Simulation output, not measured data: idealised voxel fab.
Module name: voxel double patterning (process module)
260 nm wide, 5 nm square cells: that's cross-section cut.
Heads up, the way a cross-section reads in here is a grid of square cells, handed over as bands from the top down, with every band being one or more rows of cells. First you get the band's top height and its bottom height, in nm, and then the materials it's made of, left to right, with each width in nm. If you see a single material with "throughout", that one covers the band edge to edge. "blank" is empty space. Note: height 0 marks the level under which the wafer is uniformly one material as received. Lowest band unbounded below, written "top 0, no bottom". With a width like "30..40", each row of cells in the band differs from the next by the same amount, the top row carrying the first number and the bottom row the second. Take "no alterations made" at face value: in the step it is given for, the cross-section changed in none of its cells. Closed void list: empty space of 8 cells or more with no open way to the top, each as width x height at its distance from the left edge, in nm. That trailing text on a step's line, after the settings, is the simulator's own remark on the step. The optional step-line setting "overlay nm" applies to steps with a mask and quantifies how far to the right of its planned location the mask lay, a negative value indicating leftward placement.

THE FOLLOWING LIST GIVES THE PLANNED PROCESS STEPS
- 1: RECEIVE,material Si
- 2: CONFORMAL_DEP,material SiO2,thk nm 5
- 3: DIRECTIONAL_DEP,material TiN,thk nm 15
- 4: DIRECTIONAL_DEP,material SiCN,thk nm 10
- 5: MASKED_ETCH,tone open,mask id FIRST,width nm 15,pitch nm 50,etch materials SiCN,depth nm 10,overlay nm 0
- 6: MASKED_ETCH,tone open,mask id SECOND,width nm 15,pitch nm 50,etch materials SiCN,depth nm 10,overlay nm 0
- 7: DIRECTIONAL_ETCH,etch materials TiN,depth nm 15
- 8: STRIP,etch materials SiCN
The plan shows the width nm of step 5 as the first wafer had it; this setting differs between the wafers, which start out alike.

FIRST WAFER AS RECEIVED, AFTER STEP 1
- top 0, no bottom | Si throughout
- Closed void list: none

FIRST OF SEVERAL WAFERS, SECTIONED AT END OF MODULE (LAST STEP: STEP 8)
- top 20, bottom 5 | 70 of TiN, 15 of blank, 10 of TiN, 15 of blank, 10 of TiN, 15 of blank, 10 of TiN, 15 of blank, 10 of TiN, 15 of blank, 75 of TiN
- top 5, bottom 0 | SiO2 throughout
- top 0, no bottom | Si throughout
- Closed void list: none

END OF MODULE, LAST WAFER SECTIONED
- top 20, bottom 5 | 65 of TiN, 45 of blank, 5 of TiN, 45 of blank, 5 of TiN, 30 of blank, 65 of TiN
- top 5, bottom 0 | SiO2 throughout
- top 0, no bottom | Si throughout
- Closed void list: none

PER WAFER (ROW), END OF MODULE: DELTA IN CELLS PER MATERIAL SINCE RECEIPT, (+) FOR GAINED, (-) FOR LOST; CLOSED VOIDS AFTER THAT
width nm 15, +52 SiO2, +111 TiN, Closed void list: none
width nm 20, +52 SiO2, +102 TiN, Closed void list: none
width nm 25, +52 SiO2, +93 TiN, Closed void list: none
width nm 30, +52 SiO2, +84 TiN, Closed void list: none
